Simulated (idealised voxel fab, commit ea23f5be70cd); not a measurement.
process module | voxel transistor to metal
cross-section cut | 155 nm wide | cells 5 nm
A cross-section is a grid of square cells, given in bands from the top down. A band is one or more rows of cells.
Each band's line starts with the height of the band's top and of its bottom, in nm. Then come its materials from left to right, each with its width in nm. One material with "throughout" fills the band from edge to edge. "air" is empty space.
Height 0 is the level under which the wafer as received is all one material. The lowest band goes on downwards, as in "0 down".
A width such as "30 to 40" changes by the same amount from each row of cells to the next, from the band's top row to its bottom row.
"no change" after a step means that no cell of the cross-section changed.
closed voids: empty space of 8 cells or more with no open way to the top, each as width x height at its distance from the left edge, in nm
after a step's settings: what the simulator itself notes on the step
overlay nm, on a step with a mask: how far to the right of its planned place the mask lay; to the left if negative
plan
1 op RECEIVE | material Si
2 op CONFORMAL_DEP | material SiO2 | thk nm 5
3 op CONFORMAL_DEP | material SiN | thk nm 15
4 op MASKED_ETCH | tone cover | mask id ACTIVE | width nm 120 | etch materials SiN | depth nm 15 | overlay nm 0
5 op MASKED_ETCH | tone cover | mask id ACTIVE | width nm 120 | etch materials SiO2 | depth nm 5 | overlay nm 0
6 op MASKED_ETCH | tone cover | mask id ACTIVE | width nm 120 | etch materials Si | depth nm 20 | overlay nm 0
7 op FILL_DEP | material SiO2 | thk nm 5
8 op CMP | height nm 20
9 op SELECTIVE_ETCH | etch materials SiO2 | depth nm 10
10 op STRIP | etch materials SiN
11 op SELECTIVE_ETCH | etch materials SiO2 | depth nm 5
12 op OXIDIZE | depth nm 5
13 op DIRECTIONAL_DEP | material polySi | thk nm 20
14 op DIRECTIONAL_DEP | material SiCN | thk nm 15
15 op PATTERN | tone cover | mask id GATE | material resist | width nm 30 | thk nm 15 | overlay nm 0
16 op DIRECTIONAL_ETCH | etch materials SiCN | depth nm 25
17 op DIRECTIONAL_ETCH | etch materials polySi | depth nm 30
18 op STRIP | etch materials resist
19 op CONFORMAL_DEP | material SiN | thk nm 5
20 op DIRECTIONAL_ETCH | etch materials SiN | depth nm 5
21 op DIRECTIONAL_ETCH | etch materials SiO2 | depth nm 5
22 op DIRECTIONAL_ETCH | etch materials Si | depth nm 15
23 op EPI | material SiGe | thk nm 15
24 op FILL_DEP | material SiO2 | thk nm 10
25 op CMP | height nm 20
26 op STRIP | etch materials polySi
27 op SELECTIVE_ETCH | etch materials SiO2 | depth nm 5
28 op CONFORMAL_DEP | material HfO2 | thk nm 5
29 op CONFORMAL_DEP | material TiN | thk nm 5
30 op FILL_DEP | material W | thk nm 10
31 op CMP | height nm 15
32 op DIRECTIONAL_DEP | material SiO2 | thk nm 15
33 op PATTERN | tone open | mask id CONTACT | material resist | width nm 20 | pitch nm 80 | thk nm 20 | overlay nm 0
34 op DIRECTIONAL_ETCH | etch materials SiO2 | depth nm 35
35 op STRIP | etch materials resist
36 op CONFORMAL_DEP | material TiN | thk nm 5
37 op FILL_DEP | material W | thk nm 5
38 op CMP | height nm 30
39 op DIRECTIONAL_DEP | material TiN | thk nm 5
40 op DIRECTIONAL_DEP | material Ru | thk nm 25
41 op MASKED_ETCH | tone cover | mask id METAL_1 | width nm 20 | pitch nm 80 | etch materials Ru | depth nm 25 | overlay nm 0
42 op MASKED_ETCH | tone cover | mask id METAL_1 | width nm 20 | pitch nm 80 | etch materials TiN | depth nm 5 | overlay nm 0
43 op FILL_DEP | material lowk | thk nm 10
44 op CMP | height nm 60
45 op CONFORMAL_DEP | material SiCN | thk nm 5
46 op DIRECTIONAL_DEP | material SiO2 | thk nm 35
47 op MASKED_ETCH | tone open | mask id METAL_2 | width nm 20 | pitch nm 80 | etch materials SiO2 | depth nm 20 | overlay nm 0
48 op DIRECTIONAL_DEP | material aC | thk nm 10
49 op PATTERN | tone open | mask id METAL_2_HOLES | material resist | width nm 15 | pitch nm 80 | thk nm 30 | overlay nm 0
50 op DIRECTIONAL_ETCH | etch materials aC | depth nm 10
51 op STRIP | etch materials resist
52 op DIRECTIONAL_ETCH | etch materials SiO2 | depth nm 15
53 op DIRECTIONAL_ETCH | etch materials SiCN | depth nm 5
54 op STRIP | etch materials aC
55 op CONFORMAL_DEP | material TiN | thk nm 5
56 op FILL_DEP | material Cu | thk nm 10
57 op CMP | height nm 100
58 op CONFORMAL_DEP | material SiCN | thk nm 5
as received, after step 1
  0 down: Si throughout
  closed voids: none
a wafer at the end: this start, this plan, one mistake
  105 to 100: SiCN throughout
  100 to 85: SiO2 25 | TiN 5 | Cu 10 | TiN 5 | SiO2 60 | TiN 5 | Cu 10 | TiN 5 | SiO2 30
  85 to 80: SiO2 25 | TiN 5 | Cu 5 | TiN 10 | SiO2 60 | TiN 5 | Cu 5 | TiN 10 | SiO2 30
  80 to 65: SiO2 25 | TiN 5 | Cu 5 | TiN 5 | SiO2 65 | TiN 5 | Cu 5 | TiN 5 | SiO2 35
  65 to 60: SiCN 25 | TiN 15 | SiCN 65 | TiN 15 | SiCN 35
  60 to 35: lowk 25 | Ru 20 | lowk 60 | Ru 20 | lowk 30
  35 to 30: lowk 20 | TiN 25 | lowk 55 | TiN 25 | lowk 30
  30 to 15: SiO2 25 | TiN 5 | W 10 | TiN 5 | SiO2 60 | TiN 5 | W 10 | TiN 5 | SiO2 30
  15 to 10: SiO2 25 | TiN 5 | W 5 | TiN 10 | SiO2 10 | SiN 5 | HfO2 5 | TiN 5 | W 10 | TiN 5 | HfO2 5 | SiN 5 | SiO2 10 | TiN 10 | W 5 | TiN 5 | SiO2 30
  10 to 5: SiO2 25 | TiN 5 | W 5 | TiN 5 | SiGe 15 | SiN 5 | HfO2 5 | TiN 5 | W 10 | TiN 5 | HfO2 5 | SiN 5 | SiGe 15 | TiN 5 | W 5 | TiN 5 | SiO2 30
  5 to 0: SiO2 10 | SiN 5 | SiO2 10 | TiN 5 | W 5 | TiN 5 | SiGe 15 | SiN 5 | HfO2 5 | TiN 20 | HfO2 5 | SiN 5 | SiGe 15 | TiN 5 | W 5 | TiN 5 | SiO2 10 | SiN 5 | SiO2 15
  0 to -5: SiO2 25 | TiN 15 | SiGe 15 | HfO2 40 | SiGe 15 | TiN 15 | SiO2 30
  -5 to -20: SiO2 15 | SiGe 40 | Si 40 | SiGe 40 | SiO2 20
  -20 down: Si throughout
  closed voids: none
what went wrong: step 42 ran as: op MASKED_ETCH | tone cover | mask id METAL_1 | width nm 20 | pitch nm 80 | etch materials TiN | depth nm 5 | overlay nm -5
